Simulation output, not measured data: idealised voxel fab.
Herein follows the process module entitled voxel ribs on slabs.
The cross-section shown here is cut; it is 235 nm wide and divided into square cells measuring 5 nm on a side.
Format of a cross-section: grid, square cells. Given as bands. Order: top down. Band: one or more rows of cells.
The band entry comprises the height of the band's top followed by the height of its bottom, expressed in nm, and subsequently the band's materials from left to right, each stated together with its width in nm. Where a single material is marked with the word "throughout", that material fills the band from edge to edge. The word "blank" represents empty space.
Heights are expressed relative to 0, this being the level below which the as-received wafer comprises one material exclusively. The lowest band is unbounded in the downward direction and is denoted as in "0 -> down".
The two numbers in a width such as "30..40" mark its ends across the band: the first belongs to the top row of cells, the second to the bottom row, and from each row to the next the width moves by the same amount.
Key: "nothing was modified" - step with no changed cell in the cross-section.
In "Cavities, closed" the enclosed voids are listed, meaning empty spaces of 8 cells or larger without any opening to the top. The form is width x height at distance, distance from the left edge, units nm.
On each step's line, the part that comes after the settings is the simulator's own comment on the step.
"overlay nm" on a masked step: distance the mask lay right of its planned place, negative for left.
Reading key. Pairs: pre-step and post-step cross-section, one process step apart; post-step view only to lowest changed band. Step between + settings: beneath pair. Runs: pairs may be from different runs of this module, same starting wafer. Continuation from pair above: only where "Pre-process state" entry says.

# Pre-process state
* 0 -> down: Si throughout
* Cavities, closed: none

# Resulting Cross-Section
* 25 -> 0: SiO2 throughout
* Under the height 0 nothing was changed.
* Cavities, closed: none
What was done to get from the upper cross-section to the lower one? DIRECTIONAL_DEP | material SiO2 | thk nm 25

Pre-process state: as shown after the step in the preceding pair, directly above.

# Resulting Cross-Section
* 50 -> 25: polySi throughout
* Under the height 25 nothing was changed.
* Cavities, closed: none
What was done to get from the upper cross-section to the lower one? DIRECTIONAL_DEP | material polySi | thk nm 25

Pre-process state: as shown after the step in the preceding pair, directly above.

# Resulting Cross-Section
* 65 -> 50: aC throughout
* Under the height 50 nothing was changed.
* Cavities, closed: none
What was done to get from the upper cross-section to the lower one? DIRECTIONAL_DEP | material aC | thk nm 15

Pre-process state: as shown after the step in the preceding pair, directly above.

# Resulting Cross-Section
* 95 -> 65: blank=105; resist=20; blank=110
* Under the height 65 nothing was changed.
* Cavities, closed: none
What was done to get from the upper cross-section to the lower one? PATTERN | tone cover | mask id RIB | material resist | width nm 20 | thk nm 30 | overlay nm 0

Pre-process state: as shown after the step in the preceding pair, directly above.

# Resulting Cross-Section
* 80 -> 65: blank=105; resist=20; blank=110
* 65 -> 50: blank=105; aC=20; blank=110
* Under the height 50 nothing was changed.
* Cavities, closed: none
What was done to get from the upper cross-section to the lower one? DIRECTIONAL_ETCH | etch materials aC | depth nm 15

Pre-process state: as shown after the step in the preceding pair, directly above.

# Resulting Cross-Section
* 65 -> 50: blank=105; aC=20; blank=110
* Under the height 50 nothing was changed.
* Cavities, closed: none
What was done to get from the upper cross-section to the lower one? STRIP | etch materials resist

Pre-process state: as shown after the step in the preceding pair, directly above.

# Resulting Cross-Section
* 65 -> 50: blank=105; aC=20; blank=110
* 50 -> 35: blank=105; polySi=20; blank=110
* Under the height 35 nothing was changed.
* Cavities, closed: none
What was done to get from the upper cross-section to the lower one? DIRECTIONAL_ETCH | etch materials polySi | depth nm 15

Pre-process state: as shown after the step in the preceding pair, directly above.

# Resulting Cross-Section
* 50 -> 35: blank=105; polySi=20; blank=110
* Under the height 35 nothing was changed.
* Cavities, closed: none
What was done to get from the upper cross-section to the lower one? STRIP | etch materials aC

Pre-process state: as shown after the step in the preceding pair, directly above.

# Resulting Cross-Section
* 70 -> 50: blank=85; resist=60; blank=90
* 50 -> 35: blank=85; resist=20; polySi=20; resist=20; blank=90
* Under the height 35 nothing was changed.
* Cavities, closed: none
What was done to get from the upper cross-section to the lower one? PATTERN | tone cover | mask id SLAB | material resist | width nm 60 | thk nm 20 | overlay nm 0

Pre-process state: as shown after the step in the preceding pair, directly above.

# Resulting Cross-Section
* 70 -> 50: blank=85; resist=60; blank=90
* 50 -> 35: blank=85; resist=20; polySi=20; resist=20; blank=90
* 35 -> 25: blank=85; polySi=60; blank=90
* Under the height 25 nothing was changed.
* Cavities, closed: none
What was done to get from the upper cross-section to the lower one? DIRECTIONAL_ETCH | etch materials polySi | depth nm 10

Pre-process state: as shown after the step in the preceding pair, directly above.

# Resulting Cross-Section
* 50 -> 35: blank=105; polySi=20; blank=110
* Under the height 35 nothing was changed.
* Cavities, closed: none
What was done to get from the upper cross-section to the lower one? STRIP | etch materials resist

Pre-process state: as shown after the step in the preceding pair, directly above.

# Resulting Cross-Section
* 70 -> 50: SiO2 throughout
* 50 -> 35: SiO2=105; polySi=20; SiO2=110
* 35 -> 25: SiO2=85; polySi=60; SiO2=90
* Under the height 25 nothing was changed.
* Cavities, closed: none
What was done to get from the upper cross-section to the lower one? FILL_DEP | material SiO2 | thk nm 20

Pre-process state: as shown after the step in the preceding pair, directly above.

# Resulting Cross-Section
* 65 -> 50: SiO2 throughout
* Under the height 50 nothing was changed.
* Cavities, closed: none
What was done to get from the upper cross-section to the lower one? CMP | height nm 65

Pre-process state: as shown after the step in the preceding pair, directly above.

# Resulting Cross-Section
* 75 -> 65: W throughout
* Under the height 65 nothing was changed.
* Cavities, closed: none
What was done to get from the upper cross-section to the lower one? DIRECTIONAL_DEP | material W | thk nm 10

Pre-process state: as shown after the step in the preceding pair, directly above.

# Resulting Cross-Section
* 75 -> 65: blank=100; W=30; blank=105
* Under the height 65 nothing was changed.
* Cavities, closed: none
What was done to get from the upper cross-section to the lower one? MASKED_ETCH | tone cover | mask id HEATER | width nm 30 | etch materials W | depth nm 10 | overlay nm 0

Pre-process state: as shown after the step in the preceding pair, directly above.

# Resulting Cross-Section
* 85 -> 75: blank=90; SiN=50; blank=95
* 75 -> 65: SiN=100; W=30; SiN=105
* Under the height 65 nothing was changed.
* Cavities, closed: none
What was done to get from the upper cross-section to the lower one? CONFORMAL_DEP | material SiN | thk nm 10

# Pre-process state
* 25 -> 0: SiO2 throughout
* 0 -> down: Si throughout
* Cavities, closed: none

# Resulting Cross-Section
* 50 -> 0: SiO2 throughout
* Under the height 0 nothing was changed.
* Cavities, closed: none
What was done to get from the upper cross-section to the lower one? DIRECTIONAL_DEP | material SiO2 | thk nm 25

Pre-process state: as shown after the step in the preceding pair, directly above.

# Resulting Cross-Section
* 75 -> 50: polySi throughout
* Under the height 50 nothing was changed.
* Cavities, closed: none
What was done to get from the upper cross-section to the lower one? DIRECTIONAL_DEP | material polySi | thk nm 25

Pre-process state: as shown after the step in the preceding pair, directly above.

# Resulting Cross-Section
* 90 -> 75: aC throughout
* Under the height 75 nothing was changed.
* Cavities, closed: none
What was done to get from the upper cross-section to the lower one? DIRECTIONAL_DEP | material aC | thk nm 15

Pre-process state: as shown after the step in the preceding pair, directly above.

# Resulting Cross-Section
* 120 -> 90: blank=105; resist=20; blank=110
* Under the height 90 nothing was changed.
* Cavities, closed: none
What was done to get from the upper cross-section to the lower one? PATTERN | tone cover | mask id RIB | material resist | width nm 20 | thk nm 30 | overlay nm 0

Pre-process state: as shown after the step in the preceding pair, directly above.

# Resulting Cross-Section
* 105 -> 90: blank=105; resist=20; blank=110
* 90 -> 75: blank=105; aC=20; blank=110
* Under the height 75 nothing was changed.
* Cavities, closed: none
What was done to get from the upper cross-section to the lower one? DIRECTIONAL_ETCH | etch materials aC | depth nm 15

Pre-process state: as shown after the step in the preceding pair, directly above.

# Resulting Cross-Section
* 90 -> 75: blank=105; aC=20; blank=110
* Under the height 75 nothing was changed.
* Cavities, closed: none
What was done to get from the upper cross-section to the lower one? STRIP | etch materials resist

Pre-process state: as shown after the step in the preceding pair, directly above.

# Resulting Cross-Section
* 90 -> 75: blank=105; aC=20; blank=110
* 75 -> 60: blank=105; polySi=20; blank=110
* Under the height 60 nothing was changed.
* Cavities, closed: none
What was done to get from the upper cross-section to the lower one? DIRECTIONAL_ETCH | etch materials polySi | depth nm 15

Pre-process state: as shown after the step in the preceding pair, directly above.

# Resulting Cross-Section
* 75 -> 60: blank=105; polySi=20; blank=110
* Under the height 60 nothing was changed.
* Cavities, closed: none
What was done to get from the upper cross-section to the lower one? STRIP | etch materials aC

Pre-process state: as shown after the step in the preceding pair, directly above.

# Resulting Cross-Section
* 95 -> 75: blank=85; resist=60; blank=90
* 75 -> 60: blank=85; resist=20; polySi=20; resist=20; blank=90
* Under the height 60 nothing was changed.
* Cavities, closed: none
What was done to get from the upper cross-section to the lower one? PATTERN | tone cover | mask id SLAB | material resist | width nm 60 | thk nm 20 | overlay nm 0

Pre-process state: as shown after the step in the preceding pair, directly above.

# Resulting Cross-Section
* 95 -> 75: blank=85; resist=60; blank=90
* 75 -> 60: blank=85; resist=20; polySi=20; resist=20; blank=90
* 60 -> 50: blank=85; polySi=60; blank=90
* Under the height 50 nothing was changed.
* Cavities, closed: none
What was done to get from the upper cross-section to the lower one? DIRECTIONAL_ETCH | etch materials polySi | depth nm 10

Pre-process state: as shown after the step in the preceding pair, directly above.

# Resulting Cross-Section
* 75 -> 60: blank=105; polySi=20; blank=110
* Under the height 60 nothing was changed.
* Cavities, closed: none
What was done to get from the upper cross-section to the lower one? STRIP | etch materials resist

Pre-process state: as shown after the step in the preceding pair, directly above.

# Resulting Cross-Section
* 95 -> 75: SiO2 throughout
* 75 -> 60: SiO2=105; polySi=20; SiO2=110
* 60 -> 50: SiO2=85; polySi=60; SiO2=90
* Under the height 50 nothing was changed.
* Cavities, closed: none
What was done to get from the upper cross-section to the lower one? FILL_DEP | material SiO2 | thk nm 20

Pre-process state: as shown after the step in the preceding pair, directly above.

# Resulting Cross-Section
* 65 -> 60: SiO2=105; polySi=20; SiO2=110
* Under the height 60 nothing was changed.
* Cavities, closed: none
What was done to get from the upper cross-section to the lower one? CMP | height nm 65

Pre-process state: as shown after the step in the preceding pair, directly above.

# Resulting Cross-Section
* 75 -> 65: W throughout
* Under the height 65 nothing was changed.
* Cavities, closed: none
What was done to get from the upper cross-section to the lower one? DIRECTIONAL_DEP | material W | thk nm 10

Pre-process state: as shown after the step in the preceding pair, directly above.

# Resulting Cross-Section
* 75 -> 65: blank=100; W=30; blank=105
* Under the height 65 nothing was changed.
* Cavities, closed: none
What was done to get from the upper cross-section to the lower one? MASKED_ETCH | tone cover | mask id HEATER | width nm 30 | etch materials W | depth nm 10 | overlay nm 0

Pre-process state: as shown after the step in the preceding pair, directly above.

# Resulting Cross-Section
* 85 -> 75: blank=90; SiN=50; blank=95
* 75 -> 65: SiN=100; W=30; SiN=105
* Under the height 65 nothing was changed.
* Cavities, closed: none
What was done to get from the upper cross-section to the lower one? CONFORMAL_DEP | material SiN | thk nm 10

# Pre-process state
* 25 -> 0: SiO2 throughout
* 0 -> down: Si throughout
* Cavities, closed: none

# Resulting Cross-Section
* 40 -> 25: aC throughout
* Under the height 25 nothing was changed.
* Cavities, closed: none
What was done to get from the upper cross-section to the lower one? DIRECTIONAL_DEP | material aC | thk nm 15

Pre-process state: as shown after the step in the preceding pair, directly above.

# Resulting Cross-Section
* 65 -> 40: polySi throughout
* Under the height 40 nothing was changed.
* Cavities, closed: none
What was done to get from the upper cross-section to the lower one? DIRECTIONAL_DEP | material polySi | thk nm 25

Pre-process state: as shown after the step in the preceding pair, directly above.

# Resulting Cross-Section
* 95 -> 65: blank=105; resist=20; blank=110
* Under the height 65 nothing was changed.
* Cavities, closed: none
What was done to get from the upper cross-section to the lower one? PATTERN | tone cover | mask id RIB | material resist | width nm 20 | thk nm 30 | overlay nm 0

Pre-process state: as shown after the step in the preceding pair, directly above.

# Resulting Cross-Section
* 80 -> 65: blank=105; resist=20; blank=110
* Under the height 65 nothing was changed.
* Cavities, closed: none
What was done to get from the upper cross-section to the lower one? DIRECTIONAL_ETCH | etch materials aC | depth nm 15

Pre-process state: as shown after the step in the preceding pair, directly above.

# Resulting Cross-Section
* 65 -> 40: polySi throughout
* Under the height 40 nothing was changed.
* Cavities, closed: none
What was done to get from the upper cross-section to the lower one? STRIP | etch materials resist

Pre-process state: as shown after the step in the preceding pair, directly above.

# Resulting Cross-Section
* 50 -> 40: polySi throughout
* Under the height 40 nothing was changed.
* Cavities, closed: none
What was done to get from the upper cross-section to the lower one? DIRECTIONAL_ETCH | etch materials polySi | depth nm 15

Pre-process state: as shown after the step in the preceding pair, directly above.

# Resulting Cross-Section
* 70 -> 50: blank=85; resist=60; blank=90
* Under the height 50 nothing was changed.
* Cavities, closed: none
What was done to get from the upper cross-section to the lower one? PATTERN | tone cover | mask id SLAB | material resist | width nm 60 | thk nm 20 | overlay nm 0

Pre-process state: as shown after the step in the preceding pair, directly above.

# Resulting Cross-Section
* 70 -> 50: blank=85; resist=60; blank=90
* 50 -> 40: blank=85; polySi=60; blank=90
* Under the height 40 nothing was changed.
* Cavities, closed: none
What was done to get from the upper cross-section to the lower one? DIRECTIONAL_ETCH | etch materials polySi | depth nm 10

Pre-process state: as shown after the step in the preceding pair, directly above.

# Resulting Cross-Section
* 50 -> 40: blank=85; polySi=60; blank=90
* Under the height 40 nothing was changed.
* Cavities, closed: none
What was done to get from the upper cross-section to the lower one? STRIP | etch materials resist

Pre-process state: as shown after the step in the preceding pair, directly above.

# Resulting Cross-Section
* 70 -> 50: SiO2 throughout
* 50 -> 40: SiO2=85; polySi=60; SiO2=90
* Under the height 40 nothing was changed.
* Cavities, closed: none
What was done to get from the upper cross-section to the lower one? FILL_DEP | material SiO2 | thk nm 20

Pre-process state: as shown after the step in the preceding pair, directly above.

# Resulting Cross-Section
* 65 -> 50: SiO2 throughout
* Under the height 50 nothing was changed.
* Cavities, closed: none
What was done to get from the upper cross-section to the lower one? CMP | height nm 65

Pre-process state: as shown after the step in the preceding pair, directly above.

# Resulting Cross-Section
* 75 -> 65: W throughout
* Under the height 65 nothing was changed.
* Cavities, closed: none
What was done to get from the upper cross-section to the lower one? DIRECTIONAL_DEP | material W | thk nm 10

Pre-process state: as shown after the step in the preceding pair, directly above.

# Resulting Cross-Section
* 75 -> 65: blank=100; W=30; blank=105
* Under the height 65 nothing was changed.
* Cavities, closed: none
What was done to get from the upper cross-section to the lower one? MASKED_ETCH | tone cover | mask id HEATER | width nm 30 | etch materials W | depth nm 10 | overlay nm 0

Pre-process state: as shown after the step in the preceding pair, directly above.

# Resulting Cross-Section
* 85 -> 75: blank=90; SiN=50; blank=95
* 75 -> 65: SiN=100; W=30; SiN=105
* Under the height 65 nothing was changed.
* Cavities, closed: none
What was done to get from the upper cross-section to the lower one? CONFORMAL_DEP | material SiN | thk nm 10

# Pre-process state
* 25 -> 0: SiO2 throughout
* 0 -> down: Si throughout
* Cavities, closed: none

# Resulting Cross-Section
* 60 -> 25: polySi throughout
* Under the height 25 nothing was changed.
* Cavities, closed: none
What was done to get from the upper cross-section to the lower one? DIRECTIONAL_DEP | material polySi | thk nm 35

Pre-process state: as shown after the step in the preceding pair, directly above.

# Resulting Cross-Section
* 75 -> 60: aC throughout
* Under the height 60 nothing was changed.
* Cavities, closed: none
What was done to get from the upper cross-section to the lower one? DIRECTIONAL_DEP | material aC | thk nm 15

Pre-process state: as shown after the step in the preceding pair, directly above.

# Resulting Cross-Section
* 105 -> 75: blank=105; resist=20; blank=110
* Under the height 75 nothing was changed.
* Cavities, closed: none
What was done to get from the upper cross-section to the lower one? PATTERN | tone cover | mask id RIB | material resist | width nm 20 | thk nm 30 | overlay nm 0

Pre-process state: as shown after the step in the preceding pair, directly above.

# Resulting Cross-Section
* 90 -> 75: blank=105; resist=20; blank=110
* 75 -> 60: blank=105; aC=20; blank=110
* Under the height 60 nothing was changed.
* Cavities, closed: none
What was done to get from the upper cross-section to the lower one? DIRECTIONAL_ETCH | etch materials aC | depth nm 15

Pre-process state: as shown after the step in the preceding pair, directly above.

# Resulting Cross-Section
* 75 -> 60: blank=105; aC=20; blank=110
* Under the height 60 nothing was changed.
* Cavities, closed: none
What was done to get from the upper cross-section to the lower one? STRIP | etch materials resist

Pre-process state: as shown after the step in the preceding pair, directly above.

# Resulting Cross-Section
* 75 -> 60: blank=105; aC=20; blank=110
* 60 -> 45: blank=105; polySi=20; blank=110
* Under the height 45 nothing was changed.
* Cavities, closed: none
What was done to get from the upper cross-section to the lower one? DIRECTIONAL_ETCH | etch materials polySi | depth nm 15

Pre-process state: as shown after the step in the preceding pair, directly above.

# Resulting Cross-Section
* 60 -> 45: blank=105; polySi=20; blank=110
* Under the height 45 nothing was changed.
* Cavities, closed: none
What was done to get from the upper cross-section to the lower one? STRIP | etch materials aC

Pre-process state: as shown after the step in the preceding pair, directly above.

# Resulting Cross-Section
* 80 -> 60: blank=85; resist=60; blank=90
* 60 -> 45: blank=85; resist=20; polySi=20; resist=20; blank=90
* Under the height 45 nothing was changed.
* Cavities, closed: none
What was done to get from the upper cross-section to the lower one? PATTERN | tone cover | mask id SLAB | material resist | width nm 60 | thk nm 20 | overlay nm 0

Pre-process state: as shown after the step in the preceding pair, directly above.

# Resulting Cross-Section
* 80 -> 60: blank=85; resist=60; blank=90
* 60 -> 45: blank=85; resist=20; polySi=20; resist=20; blank=90
* 45 -> 35: blank=85; polySi=60; blank=90
* Under the height 35 nothing was changed.
* Cavities, closed: none
What was done to get from the upper cross-section to the lower one? DIRECTIONAL_ETCH | etch materials polySi | depth nm 10

Pre-process state: as shown after the step in the preceding pair, directly above.

# Resulting Cross-Section
* 60 -> 45: blank=105; polySi=20; blank=110
* Under the height 45 nothing was changed.
* Cavities, closed: none
What was done to get from the upper cross-section to the lower one? STRIP | etch materials resist

Pre-process state: as shown after the step in the preceding pair, directly above.

# Resulting Cross-Section
* 80 -> 60: SiO2 throughout
* 60 -> 45: SiO2=105; polySi=20; SiO2=110
* 45 -> 35: SiO2=85; polySi=60; SiO2=90
* Under the height 35 nothing was changed.
* Cavities, closed: none
What was done to get from the upper cross-section to the lower one? FILL_DEP | material SiO2 | thk nm 20

Pre-process state: as shown after the step in the preceding pair, directly above.

# Resulting Cross-Section
* 65 -> 60: SiO2 throughout
* Under the height 60 nothing was changed.
* Cavities, closed: none
What was done to get from the upper cross-section to the lower one? CMP | height nm 65

Pre-process state: as shown after the step in the preceding pair, directly above.

# Resulting Cross-Section
* 75 -> 65: W throughout
* Under the height 65 nothing was changed.
* Cavities, closed: none
What was done to get from the upper cross-section to the lower one? DIRECTIONAL_DEP | material W | thk nm 10

Pre-process state: as shown after the step in the preceding pair, directly above.

# Resulting Cross-Section
* 75 -> 65: blank=100; W=30; blank=105
* Under the height 65 nothing was changed.
* Cavities, closed: none
What was done to get from the upper cross-section to the lower one? MASKED_ETCH | tone cover | mask id HEATER | width nm 30 | etch materials W | depth nm 10 | overlay nm 0

Pre-process state: as shown after the step in the preceding pair, directly above.

# Resulting Cross-Section
* 85 -> 75: blank=90; SiN=50; blank=95
* 75 -> 65: SiN=100; W=30; SiN=105
* Under the height 65 nothing was changed.
* Cavities, closed: none
What was done to get from the upper cross-section to the lower one? CONFORMAL_DEP | material SiN | thk nm 10

# Pre-process state
* 50 -> 35: blank=105; polySi=20; blank=110
* 35 -> 25: polySi throughout
* 25 -> 0: SiO2 throughout
* 0 -> down: Si throughout
* Cavities, closed: none

# Resulting Cross-Section
* 70 -> 50: blank=90; resist=50; blank=95
* 50 -> 35: blank=90; resist=15; polySi=20; resist=15; blank=95
* Under the height 35 nothing was changed.
* Cavities, closed: none
What was done to get from the upper cross-section to the lower one? PATTERN | tone cover | mask id SLAB | material resist | width nm 50 | thk nm 20 | overlay nm 0

Pre-process state: as shown after the step in the preceding pair, directly above.

# Resulting Cross-Section
* 70 -> 50: blank=90; resist=50; blank=95
* 50 -> 35: blank=90; resist=15; polySi=20; resist=15; blank=95
* 35 -> 25: blank=90; polySi=50; blank=95
* Under the height 25 nothing was changed.
* Cavities, closed: none
What was done to get from the upper cross-section to the lower one? DIRECTIONAL_ETCH | etch materials polySi | depth nm 10

Pre-process state: as shown after the step in the preceding pair, directly above.

# Resulting Cross-Section
* 50 -> 35: blank=105; polySi=20; blank=110
* Under the height 35 nothing was changed.
* Cavities, closed: none
What was done to get from the upper cross-section to the lower one? STRIP | etch materials resist

Pre-process state: as shown after the step in the preceding pair, directly above.

# Resulting Cross-Section
* 70 -> 50: SiO2 throughout
* 50 -> 35: SiO2=105; polySi=20; SiO2=110
* 35 -> 25: SiO2=90; polySi=50; SiO2=95
* Under the height 25 nothing was changed.
* Cavities, closed: none
What was done to get from the upper cross-section to the lower one? FILL_DEP | material SiO2 | thk nm 20

Pre-process state: as shown after the step in the preceding pair, directly above.

# Resulting Cross-Section
* 65 -> 50: SiO2 throughout
* Under the height 50 nothing was changed.
* Cavities, closed: none
What was done to get from the upper cross-section to the lower one? CMP | height nm 65

Pre-process state: as shown after the step in the preceding pair, directly above.

# Resulting Cross-Section
* 75 -> 65: W throughout
* Under the height 65 nothing was changed.
* Cavities, closed: none
What was done to get from the upper cross-section to the lower one? DIRECTIONAL_DEP | material W | thk nm 10

Pre-process state: as shown after the step in the preceding pair, directly above.

# Resulting Cross-Section
* 75 -> 65: blank=100; W=30; blank=105
* Under the height 65 nothing was changed.
* Cavities, closed: none
What was done to get from the upper cross-section to the lower one? MASKED_ETCH | tone cover | mask id HEATER | width nm 30 | etch materials W | depth nm 10 | overlay nm 0

Pre-process state: as shown after the step in the preceding pair, directly above.

# Resulting Cross-Section
* 85 -> 75: blank=90; SiN=50; blank=95
* 75 -> 65: SiN=100; W=30; SiN=105
* Under the height 65 nothing was changed.
* Cavities, closed: none
What was done to get from the upper cross-section to the lower one? CONFORMAL_DEP | material SiN | thk nm 10

# Pre-process state
* 75 -> 65: W throughout
* 65 -> 50: SiO2 throughout
* 50 -> 35: SiO2=105; polySi=20; SiO2=110
* 35 -> 25: SiO2=85; polySi=60; SiO2=90
* 25 -> 0: SiO2 throughout
* 0 -> down: Si throughout
* Cavities, closed: none

# Resulting Cross-Section
* 75 -> 65: blank=110; W=30; blank=95
* Under the height 65 nothing was changed.
* Cavities, closed: none
What was done to get from the upper cross-section to the lower one? MASKED_ETCH | tone cover | mask id HEATER | width nm 30 | etch materials W | depth nm 10 | overlay nm 10

Pre-process state: as shown after the step in the preceding pair, directly above.

# Resulting Cross-Section
* 85 -> 75: blank=100; SiN=50; blank=85
* 75 -> 65: SiN=110; W=30; SiN=95
* Under the height 65 nothing was changed.
* Cavities, closed: none
What was done to get from the upper cross-section to the lower one? CONFORMAL_DEP | material SiN | thk nm 10

# Pre-process state
* 25 -> 0: SiO2 throughout
* 0 -> down: Si throughout
* Cavities, closed: none

# Resulting Cross-Section
* 50 -> 25: W throughout
* Under the height 25 nothing was changed.
* Cavities, closed: none
What was done to get from the upper cross-section to the lower one? DIRECTIONAL_DEP | material W | thk nm 25

Pre-process state: as shown after the step in the preceding pair, directly above.

# Resulting Cross-Section
* 65 -> 50: aC throughout
* Under the height 50 nothing was changed.
* Cavities, closed: none
What was done to get from the upper cross-section to the lower one? DIRECTIONAL_DEP | material aC | thk nm 15

Pre-process state: as shown after the step in the preceding pair, directly above.

# Resulting Cross-Section
* 95 -> 65: blank=105; resist=20; blank=110
* Under the height 65 nothing was changed.
* Cavities, closed: none
What was done to get from the upper cross-section to the lower one? PATTERN | tone cover | mask id RIB | material resist | width nm 20 | thk nm 30 | overlay nm 0

Pre-process state: as shown after the step in the preceding pair, directly above.

# Resulting Cross-Section
* 80 -> 65: blank=105; resist=20; blank=110
* 65 -> 50: blank=105; aC=20; blank=110
* Under the height 50 nothing was changed.
* Cavities, closed: none
What was done to get from the upper cross-section to the lower one? DIRECTIONAL_ETCH | etch materials aC | depth nm 15

Pre-process state: as shown after the step in the preceding pair, directly above.

# Resulting Cross-Section
* 65 -> 50: blank=105; aC=20; blank=110
* Under the height 50 nothing was changed.
* Cavities, closed: none
What was done to get from the upper cross-section to the lower one? STRIP | etch materials resist

Pre-process state: as shown after the step in the preceding pair, directly above.

# Resulting Cross-Section
* 50 -> 25: W throughout
* Under the height 25 nothing was changed.
* Cavities, closed: none
What was done to get from the upper cross-section to the lower one? STRIP | etch materials aC

Pre-process state: as shown after the step in the preceding pair, directly above.

# Resulting Cross-Section
* 70 -> 50: blank=85; resist=60; blank=90
* Under the height 50 nothing was changed.
* Cavities, closed: none
What was done to get from the upper cross-section to the lower one? PATTERN | tone cover | mask id SLAB | material resist | width nm 60 | thk nm 20 | overlay nm 0

Pre-process state: as shown after the step in the preceding pair, directly above.

# Resulting Cross-Section
* 50 -> 25: W throughout
* Under the height 25 nothing was changed.
* Cavities, closed: none
What was done to get from the upper cross-section to the lower one? STRIP | etch materials resist

Pre-process state: as shown after the step in the preceding pair, directly above.

# Resulting Cross-Section
* 70 -> 50: SiO2 throughout
* Under the height 50 nothing was changed.
* Cavities, closed: none
What was done to get from the upper cross-section to the lower one? FILL_DEP | material SiO2 | thk nm 20

Pre-process state: as shown after the step in the preceding pair, directly above.

# Resulting Cross-Section
* 65 -> 50: SiO2 throughout
* Under the height 50 nothing was changed.
* Cavities, closed: none
What was done to get from the upper cross-section to the lower one? CMP | height nm 65

Pre-process state: as shown after the step in the preceding pair, directly above.

# Resulting Cross-Section
* 75 -> 65: W throughout
* Under the height 65 nothing was changed.
* Cavities, closed: none
What was done to get from the upper cross-section to the lower one? DIRECTIONAL_DEP | material W | thk nm 10

Pre-process state: as shown after the step in the preceding pair, directly above.

# Resulting Cross-Section
* 75 -> 65: blank=100; W=30; blank=105
* Under the height 65 nothing was changed.
* Cavities, closed: none
What was done to get from the upper cross-section to the lower one? MASKED_ETCH | tone cover | mask id HEATER | width nm 30 | etch materials W | depth nm 10 | overlay nm 0

Pre-process state: as shown after the step in the preceding pair, directly above.

# Resulting Cross-Section
* 85 -> 75: blank=90; SiN=50; blank=95
* 75 -> 65: SiN=100; W=30; SiN=105
* Under the height 65 nothing was changed.
* Cavities, closed: none
What was done to get from the upper cross-section to the lower one? CONFORMAL_DEP | material SiN | thk nm 10

# Pre-process state
* 75 -> 65: W throughout
* 65 -> 50: SiO2 throughout
* 50 -> 35: SiO2=105; polySi=20; SiO2=110
* 35 -> 25: SiO2=85; polySi=60; SiO2=90
* 25 -> 0: SiO2 throughout
* 0 -> down: Si throughout
* Cavities, closed: none

# Resulting Cross-Section
* 75 -> 65: W=100; blank=30; W=105
* Under the height 65 nothing was changed.
* Cavities, closed: none
What was done to get from the upper cross-section to the lower one? MASKED_ETCH | tone open | mask id HEATER | width nm 30 | etch materials W | depth nm 10 | overlay nm 0

Pre-process state: as shown after the step in the preceding pair, directly above.

# Resulting Cross-Section
* 85 -> 75: SiN=110; blank=10; SiN=115
* 75 -> 65: W=100; SiN=30; W=105
* Under the height 65 nothing was changed.
* Cavities, closed: none
What was done to get from the upper cross-section to the lower one? CONFORMAL_DEP | material SiN | thk nm 10
